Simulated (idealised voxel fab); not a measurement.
The name of this process module is voxel capacitor over wiring.
250 nm wide, 5 nm square cells: that's cross-section cut.
In what follows, cross-sections appear as grids of square cells, described through bands that run from the top down, where every band is one or more rows of cells.
Band: top height; bottom height; in nm. Then, left to right: material with width in nm, for each material. "all across": a single material spanning edge to edge. "empty": empty space.
A quick word on heights: they are counted from 0, and under that level the wafer as it came to us is one material throughout. The lowest band is different from the rest in having no bottom; it simply continues downward, written as in "z 0 and below".
Think of "30..40" as a width that walks from the first number to the second as you go down the band, top row to bottom row, taking equal-sized steps from row to row.
"stayed the same" after a step means that no cell of the cross-section changed.
The entry "Closed void roster" lists the empty spaces that cover at least 8 cells and have no open path to the top. Each is written as width x height at distance, where the distance is measured from the left edge and all three values are in nm.
If you see something after the settings on a step's line, that's the simulator's own remark about that step.
You can add "overlay nm" to a step's line. For a step with a mask, it describes how far the mask lay to the right of its planned position, and a negative number describes a lay to the left.

Set out below are the planned steps of the process:
1. RECEIVE | material Si
2. CONFORMAL_DEP | material SiO2 | thk nm 15
3. DIRECTIONAL_DEP | material TiN | thk nm 5
4. DIRECTIONAL_DEP | material W | thk nm 20
5. PATTERN | tone cover | mask id METAL_1 | material resist | width nm 30 | pitch nm 100 | thk nm 15 | overlay nm 0
6. DIRECTIONAL_ETCH | etch materials W | depth nm 20
7. DIRECTIONAL_ETCH | etch materials TiN | depth nm 5
8. STRIP | etch materials resist
9. FILL_DEP | material SiO2 | thk nm 5
10. CMP | height nm 40
11. CONFORMAL_DEP | material SiCN | thk nm 5
12. DIRECTIONAL_DEP | material SiO2 | thk nm 20
13. PATTERN | tone open | mask id PLUG_1 | material resist | width nm 15 | thk nm 15 | overlay nm 0
14. DIRECTIONAL_ETCH | etch materials SiO2 | depth nm 20
15. DIRECTIONAL_ETCH | etch materials SiCN | depth nm 5
16. STRIP | etch materials resist
17. EPI | material Ru | thk nm 10
18. EPI | material Ru | thk nm 10
19. EPI | material Ru | thk nm 5
20. DIRECTIONAL_DEP | material TiN | thk nm 10
21. DIRECTIONAL_DEP | material HfO2 | thk nm 5
22. DIRECTIONAL_DEP | material TiN | thk nm 10
23. DIRECTIONAL_DEP | material aC | thk nm 15
24. PATTERN | tone cover | mask id UPPER_PLATE | material resist | width nm 75 | thk nm 35 | overlay nm 0
25. DIRECTIONAL_ETCH | etch materials aC | depth nm 15
26. STRIP | etch materials resist
27. DIRECTIONAL_ETCH | etch materials TiN | depth nm 10
28. DIRECTIONAL_ETCH | etch materials HfO2 | depth nm 5
29. STRIP | etch materials aC
30. DIRECTIONAL_DEP | material aC | thk nm 15
31. PATTERN | tone cover | mask id LOWER_PLATE | material resist | width nm 85 | thk nm 35 | overlay nm 0
32. DIRECTIONAL_ETCH | etch materials aC | depth nm 15
33. STRIP | etch materials resist
34. DIRECTIONAL_ETCH | etch materials TiN | depth nm 10
35. STRIP | etch materials aC
36. FILL_DEP | material SiO2 | thk nm 15
37. CMP | height nm 100
38. DIRECTIONAL_DEP | material aC | thk nm 15
39. PATTERN | tone open | mask id PLUG_2 | material resist | width nm 15 | thk nm 30 | overlay nm 0
40. DIRECTIONAL_ETCH | etch materials aC | depth nm 15
41. STRIP | etch materials resist
42. DIRECTIONAL_ETCH | etch materials SiO2 | depth nm 10
43. STRIP | etch materials aC
44. CONFORMAL_DEP | material TiN | thk nm 5
45. FILL_DEP | material W | thk nm 5
46. CMP | height nm 100
47. CONFORMAL_DEP | material SiCN | thk nm 5

Cross-section of the wafer upon arrival, representing the state reached after step 1:
> z 0 and below = Si all across
> Closed void roster: none

This is how the wafer looks in cross-section once the module is done, given the starting state and plan above and one mistake in carrying the plan out:
> z 100 to 95 = SiCN all across
> z 95 to 90 = SiO2 85; TiN 15; SiO2 150
> z 90 to 80 = SiO2 75; TiN 75; SiO2 100
> z 80 to 75 = SiO2 75; HfO2 75; SiO2 100
> z 75 to 65 = SiO2 70; TiN 85; SiO2 95
> z 65 to 45 = SiO2 75; Ru 15; SiO2 160
> z 45 to 40 = SiCN 75; Ru 15; SiCN 160
> z 40 to 20 = SiO2 60; W 30; SiO2 70; W 30; SiO2 60
> z 20 to 15 = SiO2 60; TiN 30; SiO2 70; TiN 30; SiO2 60
> z 15 to 0 = SiO2 all across
> z 0 and below = Si all across
> Closed void roster: none
What was done differently from what was planned? it should be noted that step 46 was executed with settings other than those planned, the operation and settings actually applied being CMP | height nm 95
